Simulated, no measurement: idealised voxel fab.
process module | voxel capacitor over wiring
cross-section cut | 155 nm wide | cells 5 nm
A cross-section is a grid of square cells, given in bands from the top down. A band is one or more rows of cells.
Each band's line starts with the height of the band's top and of its bottom, in nm. Then come its materials from left to right, each with its width in nm. One material with "throughout" fills the band from edge to edge. "air" is empty space.
Height 0 is the level under which the wafer as received is all one material. The lowest band goes on downwards, as in "0 down".
A width such as "30 to 40" changes by the same amount from each row of cells to the next, from the band's top row to its bottom row.
"no change" after a step means that no cell of the cross-section changed.
closed voids: empty space of 8 cells or more with no open way to the top, each as width x height at its distance from the left edge, in nm
after a step's settings: what the simulator itself notes on the step
overlay nm, on a step with a mask: how far to the right of its planned place the mask lay; to the left if negative
plan
1 op RECEIVE | material Si
2 op CONFORMAL_DEP | material SiO2 | thk nm 10
3 op DIRECTIONAL_DEP | material TiN | thk nm 5
4 op DIRECTIONAL_DEP | material Ru | thk nm 20
5 op DIRECTIONAL_DEP | material aC | thk nm 10
6 op PATTERN | tone cover | mask id METAL_1 | material resist | width nm 25 | pitch nm 95 | thk nm 30 | overlay nm 0
7 op DIRECTIONAL_ETCH | etch materials aC | depth nm 10
8 op STRIP | etch materials resist
9 op DIRECTIONAL_ETCH | etch materials Ru | depth nm 20
10 op DIRECTIONAL_ETCH | etch materials TiN | depth nm 5
11 op STRIP | etch materials aC
12 op CONFORMAL_DEP | material SiN | thk nm 5
13 op FILL_DEP | material lowk | thk nm 5
14 op CMP | height nm 35
15 op CONFORMAL_DEP | material SiCN | thk nm 5
16 op DIRECTIONAL_DEP | material lowk | thk nm 15
17 op PATTERN | tone open | mask id PLUG_1 | material resist | width nm 15 | thk nm 15 | overlay nm 0
18 op DIRECTIONAL_ETCH | etch materials lowk | depth nm 15
19 op DIRECTIONAL_ETCH | etch materials SiCN | depth nm 5
20 op STRIP | etch materials resist
21 op EPI | material Ru | thk nm 10
22 op EPI | material Ru | thk nm 10
23 op DIRECTIONAL_DEP | material TiN | thk nm 5
24 op DIRECTIONAL_DEP | material Al2O3 | thk nm 5
25 op DIRECTIONAL_DEP | material TiN | thk nm 10
26 op PATTERN | tone cover | mask id UPPER_PLATE | material resist | width nm 75 | thk nm 20 | overlay nm 0
27 op DIRECTIONAL_ETCH | etch materials TiN | depth nm 10
28 op DIRECTIONAL_ETCH | etch materials Al2O3 | depth nm 5
29 op STRIP | etch materials resist
30 op PATTERN | tone cover | mask id LOWER_PLATE | material resist | width nm 85 | thk nm 20 | overlay nm 0
31 op DIRECTIONAL_ETCH | etch materials TiN | depth nm 5
32 op STRIP | etch materials resist
33 op FILL_DEP | material SiO2 | thk nm 15
34 op CMP | height nm 85
35 op DIRECTIONAL_DEP | material aC | thk nm 10
36 op PATTERN | tone open | mask id PLUG_2 | material resist | width nm 15 | thk nm 25 | overlay nm 0
37 op DIRECTIONAL_ETCH | etch materials aC | depth nm 10
38 op STRIP | etch materials resist
39 op DIRECTIONAL_ETCH | etch materials SiO2 | depth nm 10
40 op STRIP | etch materials aC
41 op CONFORMAL_DEP | material TiN | thk nm 5
42 op FILL_DEP | material Ru | thk nm 10
43 op CMP | height nm 85
44 op CONFORMAL_DEP | material SiCN | thk nm 5
first wafer, as planned
as received, after step 1
  0 down: Si throughout
  closed voids: none
after step 2
  10 to 0: SiO2 throughout
  below 0: unchanged
after step 3
  15 to 10: TiN throughout
  below 10: unchanged
after step 4
  35 to 15: Ru throughout
  below 15: unchanged
after step 5
  45 to 35: aC throughout
  below 35: unchanged
after step 6
  75 to 45: air 15 | resist 25 | air 70 | resist 25 | air 20
  below 45: unchanged
after step 7
  65 to 45: air 15 | resist 25 | air 70 | resist 25 | air 20
  45 to 35: air 15 | aC 25 | air 70 | aC 25 | air 20
  below 35: unchanged
after step 8
  45 to 35: air 15 | aC 25 | air 70 | aC 25 | air 20
  below 35: unchanged
after step 9
  45 to 35: air 15 | aC 25 | air 70 | aC 25 | air 20
  35 to 15: air 15 | Ru 25 | air 70 | Ru 25 | air 20
  below 15: unchanged
after step 10
  45 to 35: air 15 | aC 25 | air 70 | aC 25 | air 20
  35 to 15: air 15 | Ru 25 | air 70 | Ru 25 | air 20
  15 to 10: air 15 | TiN 25 | air 70 | TiN 25 | air 20
  below 10: unchanged
after step 11
  35 to 15: air 15 | Ru 25 | air 70 | Ru 25 | air 20
  below 15: unchanged
after step 12
  40 to 35: air 10 | SiN 35 | air 60 | SiN 35 | air 15
  35 to 15: air 10 | SiN 5 | Ru 25 | SiN 5 | air 60 | SiN 5 | Ru 25 | SiN 5 | air 15
  15 to 10: SiN 15 | TiN 25 | SiN 70 | TiN 25 | SiN 20
  below 10: unchanged
after step 13
  45 to 40: lowk throughout
  40 to 35: lowk 10 | SiN 35 | lowk 60 | SiN 35 | lowk 15
  35 to 15: lowk 10 | SiN 5 | Ru 25 | SiN 5 | lowk 60 | SiN 5 | Ru 25 | SiN 5 | lowk 15
  below 15: unchanged
after step 14
  35 to 15: lowk 10 | SiN 5 | Ru 25 | SiN 5 | lowk 60 | SiN 5 | Ru 25 | SiN 5 | lowk 15
  below 15: unchanged
after step 15
  40 to 35: SiCN throughout
  below 35: unchanged
after step 16
  55 to 40: lowk throughout
  below 40: unchanged
after step 17
  70 to 55: resist 25 | air 15 | resist 115
  below 55: unchanged
after step 18
  70 to 55: resist 25 | air 15 | resist 115
  55 to 40: lowk 25 | air 15 | lowk 115
  below 40: unchanged
after step 19
  70 to 55: resist 25 | air 15 | resist 115
  55 to 40: lowk 25 | air 15 | lowk 115
  40 to 35: SiCN 25 | air 15 | SiCN 115
  below 35: unchanged
after step 20
  55 to 40: lowk 25 | air 15 | lowk 115
  below 40: unchanged
after step 21
  55 to 45: lowk 25 | air 15 | lowk 115
  45 to 40: lowk 25 | Ru 15 | lowk 115
  40 to 35: SiCN 25 | Ru 15 | SiCN 115
  below 35: unchanged
after step 22
  55 to 40: lowk 25 | Ru 15 | lowk 115
  below 40: unchanged
after step 23
  60 to 55: TiN throughout
  below 55: unchanged
after step 24
  65 to 60: Al2O3 throughout
  below 60: unchanged
after step 25
  75 to 65: TiN throughout
  below 65: unchanged
after step 26
  95 to 75: air 25 | resist 75 | air 55
  below 75: unchanged
after step 27
  95 to 75: air 25 | resist 75 | air 55
  75 to 65: air 25 | TiN 75 | air 55
  below 65: unchanged
after step 28
  95 to 75: air 25 | resist 75 | air 55
  75 to 65: air 25 | TiN 75 | air 55
  65 to 60: air 25 | Al2O3 75 | air 55
  below 60: unchanged
after step 29
  75 to 65: air 25 | TiN 75 | air 55
  below 65: unchanged
after step 30
  95 to 75: air 20 | resist 85 | air 50
  75 to 65: air 20 | resist 5 | TiN 75 | resist 5 | air 50
  65 to 60: air 20 | resist 5 | Al2O3 75 | resist 5 | air 50
  below 60: unchanged
after step 31
  95 to 75: air 20 | resist 85 | air 50
  75 to 65: air 20 | resist 5 | TiN 75 | resist 5 | air 50
  65 to 60: air 20 | resist 5 | Al2O3 75 | resist 5 | air 50
  60 to 55: air 20 | TiN 85 | air 50
  below 55: unchanged
after step 32
  75 to 65: air 25 | TiN 75 | air 55
  65 to 60: air 25 | Al2O3 75 | air 55
  below 60: unchanged
after step 33
  90 to 75: SiO2 throughout
  75 to 65: SiO2 25 | TiN 75 | SiO2 55
  65 to 60: SiO2 25 | Al2O3 75 | SiO2 55
  60 to 55: SiO2 20 | TiN 85 | SiO2 50
  below 55: unchanged
after step 34
  85 to 75: SiO2 throughout
  below 75: unchanged
after step 35
  95 to 85: aC throughout
  below 85: unchanged
after step 36
  120 to 95: resist 35 | air 15 | resist 105
  below 95: unchanged
after step 37
  110 to 95: resist 35 | air 15 | resist 105
  95 to 85: aC 35 | air 15 | aC 105
  below 85: unchanged
after step 38
  95 to 85: aC 35 | air 15 | aC 105
  below 85: unchanged
after step 39
  95 to 85: aC 35 | air 15 | aC 105
  85 to 75: SiO2 35 | air 15 | SiO2 105
  below 75: unchanged
after step 40
  85 to 75: SiO2 35 | air 15 | SiO2 105
  below 75: unchanged
after step 41
  90 to 85: TiN 40 | air 5 | TiN 110
  85 to 80: SiO2 35 | TiN 5 | air 5 | TiN 5 | SiO2 105
  80 to 75: SiO2 35 | TiN 15 | SiO2 105
  below 75: unchanged
after step 42
  100 to 90: Ru throughout
  90 to 85: TiN 40 | Ru 5 | TiN 110
  85 to 80: SiO2 35 | TiN 5 | Ru 5 | TiN 5 | SiO2 105
  below 80: unchanged
after step 43
  85 to 80: SiO2 35 | TiN 5 | Ru 5 | TiN 5 | SiO2 105
  below 80: unchanged
after step 44
  90 to 85: SiCN throughout
  below 85: unchanged
second wafer: like start, like plan, one mistake. Through step 29 it matches the first wafer
when step 30 should have ended
  95 to 75: air 25 | resist 80 | air 50
  75 to 65: air 25 | TiN 75 | resist 5 | air 50
  65 to 60: air 25 | Al2O3 75 | resist 5 | air 50
  below 60: unchanged
when step 31 should have ended
  95 to 75: air 25 | resist 80 | air 50
  75 to 65: air 25 | TiN 75 | resist 5 | air 50
  65 to 60: air 25 | Al2O3 75 | resist 5 | air 50
  60 to 55: air 25 | TiN 80 | air 50
  below 55: unchanged
when step 32 should have ended
  75 to 65: air 25 | TiN 75 | air 55
  65 to 60: air 25 | Al2O3 75 | air 55
  below 60: unchanged
when step 33 should have ended
  90 to 75: SiO2 throughout
  75 to 65: SiO2 25 | TiN 75 | SiO2 55
  65 to 60: SiO2 25 | Al2O3 75 | SiO2 55
  60 to 55: SiO2 25 | TiN 80 | SiO2 50
  below 55: unchanged
when step 34 should have ended
  85 to 75: SiO2 throughout
  below 75: unchanged
when step 35 should have ended
  95 to 85: aC throughout
  below 85: unchanged
when step 36 should have ended
  120 to 95: resist 35 | air 15 | resist 105
  below 95: unchanged
when step 37 should have ended
  110 to 95: resist 35 | air 15 | resist 105
  95 to 85: aC 35 | air 15 | aC 105
  below 85: unchanged
when step 38 should have ended
  95 to 85: aC 35 | air 15 | aC 105
  below 85: unchanged
when step 39 should have ended
  95 to 85: aC 35 | air 15 | aC 105
  85 to 75: SiO2 35 | air 15 | SiO2 105
  below 75: unchanged
when step 40 should have ended
  85 to 75: SiO2 35 | air 15 | SiO2 105
  below 75: unchanged
when step 41 should have ended
  90 to 85: TiN 40 | air 5 | TiN 110
  85 to 80: SiO2 35 | TiN 5 | air 5 | TiN 5 | SiO2 105
  80 to 75: SiO2 35 | TiN 15 | SiO2 105
  below 75: unchanged
when step 42 should have ended
  100 to 90: Ru throughout
  90 to 85: TiN 40 | Ru 5 | TiN 110
  85 to 80: SiO2 35 | TiN 5 | Ru 5 | TiN 5 | SiO2 105
  below 80: unchanged
when step 43 should have ended
  85 to 80: SiO2 35 | TiN 5 | Ru 5 | TiN 5 | SiO2 105
  below 80: unchanged
when step 44 should have ended
  90 to 85: SiCN throughout
  below 85: unchanged
what went wrong: step 30 ran as: op PATTERN | tone cover | mask id LOWER_PLATE | material resist | width nm 80 | thk nm 20 | overlay nm 0
at the end the second wafer has, in cells: 1 more of SiO2 | 1 fewer of TiN
